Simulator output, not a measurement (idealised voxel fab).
voxel self aligned contacts: a process module
The cross-section shown here is cut; it is 175 nm wide and divided into square cells measuring 5 nm on a side.
A cross-section in this document is a grid of square cells, and it is written down as bands, the top band listed before the ones below it; a band is made up of one or more rows of cells. Heads up on the band format: heights come first, top then bottom, in nm. After that it's the materials left to right, each with its width in nm. A single material flagged "all across" fills the whole band edge to edge, and "empty" means there's empty space there. All heights in this document are referenced to 0, defined as the level beneath which the wafer, as received, consists entirely of one material. The lowest band is not bounded below; it extends indefinitely downward and is written in the form "z 0 and below". Read "30..40" as a graded width: first number on top, second number at the bottom, same change between each pair of neighbouring rows. Key: "remained the same" - step with no changed cell in the cross-section. If an empty space has no open way to the top and is at least 8 cells in size, "Voids, fully enclosed" lists it, written width x height at distance, where distance is measured from the left edge and every value is in nm. That trailing text on a step's line, after the settings, is the simulator's own remark on the step. overlay nm: for a step with a mask, the amount by which the mask lay right of where it was planned; a negative amount means left of it.
### Planned process steps
1. op RECEIVE | material Si
2. op CONFORMAL_DEP | material SiO2 | thk nm 5
3. op DIRECTIONAL_DEP | material polySi | thk nm 25
4. op DIRECTIONAL_DEP | material SiN | thk nm 15
5. op DIRECTIONAL_DEP | material aC | thk nm 10
6. op PATTERN | tone cover | mask id GATE | material resist | width nm 30 | pitch nm 60 | thk nm 30 | overlay nm 0
7. op DIRECTIONAL_ETCH | etch materials aC | depth nm 10
8. op STRIP | etch materials resist
9. op DIRECTIONAL_ETCH | etch materials SiN | depth nm 15
10. op DIRECTIONAL_ETCH | etch materials polySi | depth nm 25
11. op STRIP | etch materials aC
12. op CONFORMAL_DEP | material SiN | thk nm 5
13. op DIRECTIONAL_ETCH | etch materials SiN | depth nm 5
14. op FILL_DEP | material SiO2 | thk nm 15
15. op CMP | height nm 55
16. op DIRECTIONAL_DEP | material aC | thk nm 10
17. op PATTERN | tone open | mask id CONTACT | material resist | width nm 40 | thk nm 30 | overlay nm 0
18. op DIRECTIONAL_ETCH | etch materials aC | depth nm 10
19. op STRIP | etch materials resist
20. op DIRECTIONAL_ETCH | etch materials SiO2 | depth nm 55
21. op STRIP | etch materials aC
22. op CONFORMAL_DEP | material TiN | thk nm 5
23. op FILL_DEP | material Ru | thk nm 5
24. op CMP | height nm 55
25. op CONFORMAL_DEP | material SiCN | thk nm 5
### As-received wafer cross-section (after step 1)
- z 0 and below | Si all across
- Voids, fully enclosed: none
### Run as planned - first of the two wafers cross-sectioned at the end of the module
- z 60 to 55 | SiCN all across
- z 55 to 45 | 65 of SiO2, 5..15 of TiN, 30..10 of Ru, 5..15 of TiN, 70 of SiO2
- z 45 to 30 | 35 of SiO2, 40 of SiN, 5 of TiN, 10 of Ru, 5 of TiN, 40 of SiN, 40 of SiO2
- z 30 to 5 | 35 of SiO2, 5 of SiN, 30 of polySi, 5 of SiN, 5 of TiN, 10 of Ru, 5 of TiN, 5 of SiN, 30 of polySi, 5 of SiN, 40 of SiO2
- z 5 to 0 | 75 of SiO2, 20 of TiN, 80 of SiO2
- z 0 and below | Si all across
- Voids, fully enclosed: none
### Wafer two, end of module, cross-section. Same start, same plan as wafer one. One mistake in the run
- z 60 to 55 | SiCN all across
- z 55 to 45 | 65 of SiO2, 5..10 of TiN, 30..20 of Ru, 5..10 of TiN, 70 of SiO2
- z 45 to 30 | 40 of SiO2, 30 of SiN, 5 of TiN, 20 of Ru, 5 of TiN, 30 of SiN, 45 of SiO2
- z 30 to 5 | 40 of SiO2, 5 of SiN, 20 of polySi, 5 of SiN, 5 of TiN, 20 of Ru, 5 of TiN, 5 of SiN, 20 of polySi, 5 of SiN, 45 of SiO2
- z 5 to 0 | 70 of SiO2, 30 of TiN, 75 of SiO2
- z 0 and below | Si all across
- Voids, fully enclosed: none
Want to know what went wrong? off-plan run, step 6, actual operation and settings op PATTERN | tone cover | mask id GATE | material resist | width nm 20 | pitch nm 60 | thk nm 30 | overlay nm 0
Materials where the second wafer ends with more or fewer cells than the first: Ru: 18 more | SiN: 12 fewer | SiO2: 14 more | polySi: 20 fewer
